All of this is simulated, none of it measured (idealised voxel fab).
The process module that follows is named voxel trench capacitor.
Pictured: cross-section cut, 265 nm wide, on a grid of 5 nm square cells.
Cross-section layout: square cells on a grid; listed as bands, top to bottom; a band spans one or more cell rows. This entry defines a band. It first specifies the height of the band's top and the height of its bottom in nm, and then specifies the band's materials from left to right, stating each material with its width in nm. The word "edge to edge" identifies a single material that fills the band from edge to edge, while the word "blank" identifies empty space. Beneath 0, the wafer as received is one material, and that level is where height counting begins. The lowest band goes on downward without a bottom; it is written like "0 and below". Per-row width for "30->40": begins at first number (top row of band), ends at second number (bottom row), increment between rows held constant. What does "remained unchanged" mean for a step? It means no cell of the cross-section changed in that step. Entry "Cavities, sealed" = empty spaces >= 8 cells with no open way to the top; each as width x height at distance, distance from left edge, all nm. The remark found on a step's line after its settings is issued by the simulator itself and pertains to that step. When a step includes a mask, the "overlay nm" setting on its line states how far to the right of its planned place that mask lay, and negative values state how far to the left.

This section lists the process steps that were planned:
1) RECEIVE | material Si
2) CONFORMAL_DEP | material SiN | thk nm 5
3) DIRECTIONAL_DEP | material aC | thk nm 15
4) PATTERN | tone open | mask id TRENCH | material resist | width nm 25 | pitch nm 55 | thk nm 35 | overlay nm 0
5) DIRECTIONAL_ETCH | etch materials aC | depth nm 15
6) STRIP | etch materials resist
7) DIRECTIONAL_ETCH | etch materials SiN | depth nm 5
8) DIRECTIONAL_ETCH | etch materials Si | depth nm 40
9) STRIP | etch materials aC
10) CONFORMAL_DEP | material HfO2 | thk nm 5
11) CONFORMAL_DEP | material TiN | thk nm 5
12) FILL_DEP | material W | thk nm 5
13) CMP | height nm 5

As received, after step 1:
    0 and below | Si edge to edge
    Cavities, sealed: none

Sectioned view, first of two wafers, at the close of the module, processed as intended in the plan:
    5 down to 0 | 35 SiN; 5 HfO2; 5 TiN; 5 W; 5 TiN; 5 HfO2; 30 SiN; 5 HfO2; 5 TiN; 5 W; 5 TiN; 5 HfO2; 30 SiN; 5 HfO2; 5 TiN; 5 W; 5 TiN; 5 HfO2; 30 SiN; 5 HfO2; 5 TiN; 5 W; 5 TiN; 5 HfO2; 40 SiN
    0 down to -30 | 35 Si; 5 HfO2; 5 TiN; 5 W; 5 TiN; 5 HfO2; 30 Si; 5 HfO2; 5 TiN; 5 W; 5 TiN; 5 HfO2; 30 Si; 5 HfO2; 5 TiN; 5 W; 5 TiN; 5 HfO2; 30 Si; 5 HfO2; 5 TiN; 5 W; 5 TiN; 5 HfO2; 40 Si
    -30 down to -35 | 35 Si; 5 HfO2; 15 TiN; 5 HfO2; 30 Si; 5 HfO2; 15 TiN; 5 HfO2; 30 Si; 5 HfO2; 15 TiN; 5 HfO2; 30 Si; 5 HfO2; 15 TiN; 5 HfO2; 40 Si
    -35 down to -40 | 35 Si; 25 HfO2; 30 Si; 25 HfO2; 30 Si; 25 HfO2; 30 Si; 25 HfO2; 40 Si
    -40 and below | Si edge to edge
    Cavities, sealed: none

Cross-sectional image of the second wafer of the two following completion of the module. Starting state and process plan were the same as for the first wafer; one execution error occurred:
    5 down to 0 | 30 SiN; 5 HfO2; 5 TiN; 5 W; 5 TiN; 5 HfO2; 30 SiN; 5 HfO2; 5 TiN; 5 W; 5 TiN; 5 HfO2; 30 SiN; 5 HfO2; 5 TiN; 5 W; 5 TiN; 5 HfO2; 30 SiN; 5 HfO2; 5 TiN; 5 W; 5 TiN; 5 HfO2; 45 SiN
    0 down to -30 | 30 Si; 5 HfO2; 5 TiN; 5 W; 5 TiN; 5 HfO2; 30 Si; 5 HfO2; 5 TiN; 5 W; 5 TiN; 5 HfO2; 30 Si; 5 HfO2; 5 TiN; 5 W; 5 TiN; 5 HfO2; 30 Si; 5 HfO2; 5 TiN; 5 W; 5 TiN; 5 HfO2; 45 Si
    -30 down to -35 | 30 Si; 5 HfO2; 15 TiN; 5 HfO2; 30 Si; 5 HfO2; 15 TiN; 5 HfO2; 30 Si; 5 HfO2; 15 TiN; 5 HfO2; 30 Si; 5 HfO2; 15 TiN; 5 HfO2; 45 Si
    -35 down to -40 | 30 Si; 25 HfO2; 30 Si; 25 HfO2; 30 Si; 25 HfO2; 30 Si; 25 HfO2; 45 Si
    -40 and below | Si edge to edge
    Cavities, sealed: none
what went wrong: step 4 was processed under conditions differing from the plan, specifically as PATTERN | tone open | mask id TRENCH | material resist | width nm 25 | pitch nm 55 | thk nm 35 | overlay nm -5
At the close, every material occupies the same number of cells on the second wafer as on the first, only in different positions.
